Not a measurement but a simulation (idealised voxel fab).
process module | voxel transistor to metal
cross-section cut | 255 nm wide | cells 5 nm
A cross-section is a grid of square cells, given in bands from the top down. A band is one or more rows of cells.
Each band's line starts with the height of the band's top and of its bottom, in nm. Then come its materials from left to right, each with its width in nm. One material with "throughout" fills the band from edge to edge. "air" is empty space.
Height 0 is the level under which the wafer as received is all one material. The lowest band goes on downwards, as in "0 down".
A width such as "30 to 40" changes by the same amount from each row of cells to the next, from the band's top row to its bottom row.
"no change" after a step means that no cell of the cross-section changed.
closed voids: empty space of 8 cells or more with no open way to the top, each as width x height at its distance from the left edge, in nm
after a step's settings: what the simulator itself notes on the step
overlay nm, on a step with a mask: how far to the right of its planned place the mask lay; to the left if negative
plan
1 op RECEIVE | material Si
2 op CONFORMAL_DEP | material SiO2 | thk nm 5
3 op CONFORMAL_DEP | material SiN | thk nm 15
4 op MASKED_ETCH | tone cover | mask id ACTIVE | width nm 90 | pitch nm 110 | etch materials SiN | depth nm 15 | overlay nm 0
5 op MASKED_ETCH | tone cover | mask id ACTIVE | width nm 90 | pitch nm 110 | etch materials SiO2 | depth nm 5 | overlay nm 0
6 op MASKED_ETCH | tone cover | mask id ACTIVE | width nm 90 | pitch nm 110 | etch materials Si | depth nm 25 | overlay nm 0
7 op OXIDIZE | depth nm 5
8 op FILL_DEP | material SiO2 | thk nm 10
9 op CMP | height nm 20
10 op SELECTIVE_ETCH | etch materials SiO2 | depth nm 10
11 op STRIP | etch materials SiN
12 op SELECTIVE_ETCH | etch materials SiO2 | depth nm 5
13 op OXIDIZE | depth nm 5
14 op DIRECTIONAL_DEP | material polySi | thk nm 25
15 op DIRECTIONAL_DEP | material SiCN | thk nm 15
16 op PATTERN | tone cover | mask id GATE | material resist | width nm 20 | pitch nm 110 | thk nm 20 | overlay nm 0
17 op DIRECTIONAL_ETCH | etch materials SiCN | depth nm 25
18 op DIRECTIONAL_ETCH | etch materials polySi | depth nm 35
19 op STRIP | etch materials resist
20 op CONFORMAL_DEP | material SiN | thk nm 10
21 op DIRECTIONAL_ETCH | etch materials SiN | depth nm 10
22 op DIRECTIONAL_ETCH | etch materials SiO2 | depth nm 5
23 op DIRECTIONAL_ETCH | etch materials Si | depth nm 10
24 op EPI | material nSi | thk nm 15
25 op FILL_DEP | material SiO2 | thk nm 5
26 op CMP | height nm 40
27 op DIRECTIONAL_DEP | material SiO2 | thk nm 10
28 op PATTERN | tone open | mask id CONTACT | material resist | width nm 25 | pitch nm 55 | thk nm 15 | overlay nm 0
29 op DIRECTIONAL_ETCH | etch materials SiO2 | depth nm 50
30 op STRIP | etch materials resist
31 op CONFORMAL_DEP | material TiN | thk nm 5
32 op FILL_DEP | material Ru | thk nm 5
33 op CMP | height nm 50
34 op DIRECTIONAL_DEP | material TiN | thk nm 5
35 op DIRECTIONAL_DEP | material Ru | thk nm 15
36 op MASKED_ETCH | tone cover | mask id METAL_1 | width nm 15 | etch materials Ru | depth nm 15 | overlay nm 0
37 op MASKED_ETCH | tone cover | mask id METAL_1 | width nm 15 | etch materials TiN | depth nm 5 | overlay nm 0
38 op CONFORMAL_DEP | material SiN | thk nm 5
39 op FILL_DEP | material SiO2 | thk nm 10
40 op CMP | height nm 70
41 op CONFORMAL_DEP | material SiCN | thk nm 5
42 op DIRECTIONAL_DEP | material SiO2 | thk nm 30
43 op MASKED_ETCH | tone open | mask id METAL_2 | width nm 15 | pitch nm 110 | etch materials SiO2 | depth nm 15 | overlay nm 0
44 op DIRECTIONAL_DEP | material aC | thk nm 10
45 op PATTERN | tone open | mask id METAL_2_HOLES | material resist | width nm 15 | pitch nm 110 | thk nm 30 | overlay nm 0
46 op DIRECTIONAL_ETCH | etch materials aC | depth nm 10
47 op STRIP | etch materials resist
48 op DIRECTIONAL_ETCH | etch materials SiO2 | depth nm 15
49 op DIRECTIONAL_ETCH | etch materials SiCN | depth nm 5
50 op STRIP | etch materials aC
51 op CONFORMAL_DEP | material TiN | thk nm 5
52 op FILL_DEP | material Ru | thk nm 5
53 op CMP | height nm 105
54 op CONFORMAL_DEP | material SiN | thk nm 5
as received, after step 1
  0 down: Si throughout
  closed voids: none
a wafer at the end: this start, this plan, one mistake
  110 to 105: SiN throughout
  105 to 75: SiO2 30 | TiN 5 | Ru 5 | TiN 5 | SiO2 95 | TiN 5 | Ru 5 | TiN 5 | SiO2 100
  75 to 70: SiCN 30 | TiN 15 | SiCN 95 | TiN 15 | SiCN 100
  70 to 60: SiO2 throughout
  60 to 55: SiO2 25 | SiN 25 | SiO2 40 | SiN 25 | SiO2 20 | SiN 25 | SiO2 40 | SiN 25 | SiO2 30
  55 to 50: SiN 30 | TiN 15 | SiN 50 | TiN 15 | SiN 30 | TiN 15 | SiN 50 | TiN 15 | SiN 35
  50 to 40: SiO2 30 | TiN 5 | Ru 15 to 10 | TiN 5 to 10 | SiO2 30 | TiN 5 to 10 | Ru 15 to 10 | TiN 5 | SiO2 30 | TiN 5 | Ru 15 to 10 | TiN 5 to 10 | SiO2 30 | TiN 5 to 10 | Ru 15 to 10 | TiN 5 | SiO2 35
  40 to 25: SiO2 30 | TiN 5 | Ru 10 | TiN 5 | SiN 10 | SiCN 20 | SiN 10 | TiN 5 | Ru 10 | TiN 5 | SiO2 30 | TiN 5 | Ru 10 | TiN 5 | SiN 10 | SiCN 20 | SiN 10 | TiN 5 | Ru 10 | TiN 5 | SiO2 35
  25 to 15: SiO2 30 | TiN 5 | Ru 10 | TiN 5 | SiN 10 | polySi 20 | SiN 10 | TiN 5 | Ru 10 | TiN 5 | SiO2 30 | TiN 5 | Ru 10 | TiN 5 | SiN 10 | polySi 20 | SiN 10 | TiN 5 | Ru 10 | TiN 5 | SiO2 35
  15 to 10: SiO2 30 | TiN 20 | SiN 10 | polySi 20 | SiN 10 | TiN 20 | SiO2 30 | TiN 20 | SiN 10 | polySi 20 | SiN 10 | TiN 20 | SiO2 35
  10 to 5: SiO2 30 | TiN 5 | nSi 15 | SiN 10 | polySi 20 | SiN 10 | nSi 15 | TiN 5 | SiO2 30 | TiN 5 | nSi 15 | SiN 10 | polySi 20 | SiN 10 | nSi 15 | TiN 5 | SiO2 35
  5 to 0: SiO2 20 | SiN 10 | TiN 5 | nSi 15 | SiN 10 | polySi 20 | SiN 10 | nSi 15 | TiN 5 | SiN 10 | SiO2 10 | SiN 10 | TiN 5 | nSi 15 | SiN 10 | polySi 20 | SiN 10 | nSi 15 | TiN 5 | SiN 10 | SiO2 25
  0 to -5: SiO2 30 | nSi 20 | SiO2 40 | nSi 20 | SiO2 30 | nSi 20 | SiO2 40 | nSi 20 | SiO2 35
  -5 to -15: SiO2 30 | nSi 20 | Si 40 | nSi 20 | SiO2 30 | nSi 20 | Si 40 | nSi 20 | SiO2 35
  -15 to -30: SiO2 30 | Si 80 | SiO2 30 | Si 80 | SiO2 35
  -30 down: Si throughout
  closed voids: none
what went wrong: step 35 was left out
